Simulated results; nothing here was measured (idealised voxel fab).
process module | voxel wiring stack
cross-section cut | 280 nm wide | cells 5 nm
A cross-section is a grid of square cells, given in bands from the top down. A band is one or more rows of cells.
Each band's line starts with the height of the band's top and of its bottom, in nm. Then come its materials from left to right, each with its width in nm. One material with "throughout" fills the band from edge to edge. "air" is empty space.
Height 0 is the level under which the wafer as received is all one material. The lowest band goes on downwards, as in "0 down".
A width such as "30 to 40" changes by the same amount from each row of cells to the next, from the band's top row to its bottom row.
"no change" after a step means that no cell of the cross-section changed.
closed voids: empty space of 8 cells or more with no open way to the top, each as width x height at its distance from the left edge, in nm
after a step's settings: what the simulator itself notes on the step
overlay nm, on a step with a mask: how far to the right of its planned place the mask lay; to the left if negative
plan
1 op RECEIVE | material Si
2 op CONFORMAL_DEP | material SiO2 | thk nm 15
3 op DIRECTIONAL_DEP | material TiN | thk nm 5
4 op DIRECTIONAL_DEP | material Ru | thk nm 25
5 op MASKED_ETCH | tone cover | mask id METAL_1 | width nm 20 | pitch nm 50 | etch materials Ru | depth nm 25 | overlay nm 0
6 op MASKED_ETCH | tone cover | mask id METAL_1 | width nm 20 | pitch nm 50 | etch materials TiN | depth nm 5 | overlay nm 0
7 op CONFORMAL_DEP | material SiCN | thk nm 5
8 op FILL_DEP | material SiO2 | thk nm 5
9 op CMP | height nm 45
10 op CONFORMAL_DEP | material SiCN | thk nm 5
11 op DIRECTIONAL_DEP | material lowk | thk nm 20
12 op PATTERN | tone open | mask id PLUG_1 | material resist | width nm 15 | pitch nm 100 | thk nm 15 | overlay nm 0
13 op DIRECTIONAL_ETCH | etch materials lowk | depth nm 20
14 op DIRECTIONAL_ETCH | etch materials SiCN | depth nm 5
15 op STRIP | etch materials resist
16 op CONFORMAL_DEP | material TiN | thk nm 5
17 op FILL_DEP | material W | thk nm 5
18 op CMP | height nm 70
19 op DIRECTIONAL_DEP | material TiN | thk nm 5
20 op DIRECTIONAL_DEP | material Ru | thk nm 20
21 op DIRECTIONAL_DEP | material aC | thk nm 10
22 op PATTERN | tone cover | mask id METAL_2 | material resist | width nm 20 | pitch nm 50 | thk nm 30 | overlay nm 0
23 op DIRECTIONAL_ETCH | etch materials aC | depth nm 10
24 op STRIP | etch materials resist
25 op DIRECTIONAL_ETCH | etch materials Ru | depth nm 20
26 op DIRECTIONAL_ETCH | etch materials TiN | depth nm 5
27 op STRIP | etch materials aC
28 op CONFORMAL_DEP | material SiN | thk nm 5
29 op FILL_DEP | material lowk | thk nm 5
30 op CMP | height nm 95
31 op CONFORMAL_DEP | material SiCN | thk nm 5
32 op DIRECTIONAL_DEP | material lowk | thk nm 25
33 op MASKED_ETCH | tone open | mask id METAL_3_HOLES | width nm 15 | pitch nm 100 | etch materials lowk | depth nm 25 | overlay nm 0
34 op PATTERN | tone open | mask id METAL_3 | material resist | width nm 20 | pitch nm 50 | thk nm 20 | overlay nm 0
35 op DIRECTIONAL_ETCH | etch materials lowk | depth nm 15
36 op DIRECTIONAL_ETCH | etch materials SiCN | depth nm 5
37 op STRIP | etch materials resist
38 op CONFORMAL_DEP | material TiN | thk nm 5
39 op FILL_DEP | material Cu | thk nm 5
40 op CMP | height nm 125
41 op CONFORMAL_DEP | material SiN | thk nm 5
varied across the wafers: thk nm of step 31. The plan shows the first wafer's value. All wafers start alike
first wafer as received, after step 1
  0 down: Si throughout
  closed voids: none
first wafer at the end, after step 41
  130 to 125: SiN throughout
  125 to 115: lowk 80 | TiN 5 | Cu 10 | TiN 5 | lowk 30 | TiN 5 | Cu 10 | TiN 5 | lowk 30 | TiN 5 | Cu 10 | TiN 5 | lowk 80
  115 to 110: lowk 80 | TiN 5 | Cu 5 | TiN 10 | lowk 30 | TiN 20 | lowk 30 | TiN 5 | Cu 5 | TiN 10 | lowk 80
  110 to 100: lowk 80 | TiN 5 | Cu 5 | TiN 5 | lowk 85 | TiN 5 | Cu 5 | TiN 5 | lowk 85
  100 to 95: SiCN 80 | TiN 15 | SiCN 85 | TiN 15 | SiCN 85
  95 to 75: lowk 75 | SiN 5 | Ru 20 | SiN 5 | lowk 20 | SiN 5 | Ru 20 | SiN 5 | lowk 20 | SiN 5 | Ru 20 | SiN 5 | lowk 75
  75 to 70: SiN 80 | TiN 20 | SiN 30 | TiN 20 | SiN 30 | TiN 20 | SiN 80
  70 to 50: lowk 80 | TiN 5 | W 5 | TiN 5 | lowk 85 | TiN 5 | W 5 | TiN 5 | lowk 85
  50 to 45: SiCN 80 | TiN 15 | SiCN 85 | TiN 15 | SiCN 85
  45 to 20: SiO2 75 | SiCN 5 | Ru 20 | SiCN 5 | SiO2 20 | SiCN 5 | Ru 20 | SiCN 5 | SiO2 20 | SiCN 5 | Ru 20 | SiCN 5 | SiO2 75
  20 to 15: SiCN 80 | TiN 20 | SiCN 30 | TiN 20 | SiCN 30 | TiN 20 | SiCN 80
  15 to 0: SiO2 throughout
  0 down: Si throughout
  closed voids: none
last wafer at the end
  130 to 125: SiN throughout
  125 to 115: lowk 80 | TiN 5 | Cu 5 | TiN 5 | lowk 85 | TiN 5 | Cu 5 | TiN 5 | lowk 85
  115 to 110: SiCN 80 | TiN 15 | SiCN 85 | TiN 15 | SiCN 85
  110 to 95: SiCN throughout
  95 to 75: lowk 75 | SiN 5 | Ru 20 | SiN 5 | lowk 20 | SiN 5 | Ru 20 | SiN 5 | lowk 20 | SiN 5 | Ru 20 | SiN 5 | lowk 75
  75 to 70: SiN 80 | TiN 20 | SiN 30 | TiN 20 | SiN 30 | TiN 20 | SiN 80
  70 to 50: lowk 80 | TiN 5 | W 5 | TiN 5 | lowk 85 | TiN 5 | W 5 | TiN 5 | lowk 85
  50 to 45: SiCN 80 | TiN 15 | SiCN 85 | TiN 15 | SiCN 85
  45 to 20: SiO2 75 | SiCN 5 | Ru 20 | SiCN 5 | SiO2 20 | SiCN 5 | Ru 20 | SiCN 5 | SiO2 20 | SiCN 5 | Ru 20 | SiCN 5 | SiO2 75
  20 to 15: SiCN 80 | TiN 20 | SiCN 30 | TiN 20 | SiCN 30 | TiN 20 | SiCN 80
  15 to 0: SiO2 throughout
  0 down: Si throughout
  closed voids: none
each wafer at the end: cells of each material gained (+) or lost (-) since it was received, then its closed voids
thk nm 5 | +18 Cu | +108 Ru | +174 SiCN | +124 SiN | +358 SiO2 | +82 TiN | +8 W | +584 lowk | closed voids: none
thk nm 10 | +12 Cu | +108 Ru | +230 SiCN | +124 SiN | +358 SiO2 | +76 TiN | +8 W | +540 lowk | closed voids: none
thk nm 15 | +6 Cu | +108 Ru | +286 SiCN | +124 SiN | +358 SiO2 | +70 TiN | +8 W | +496 lowk | closed voids: none
thk nm 20 | +4 Cu | +108 Ru | +342 SiCN | +124 SiN | +358 SiO2 | +60 TiN | +8 W | +452 lowk | closed voids: none
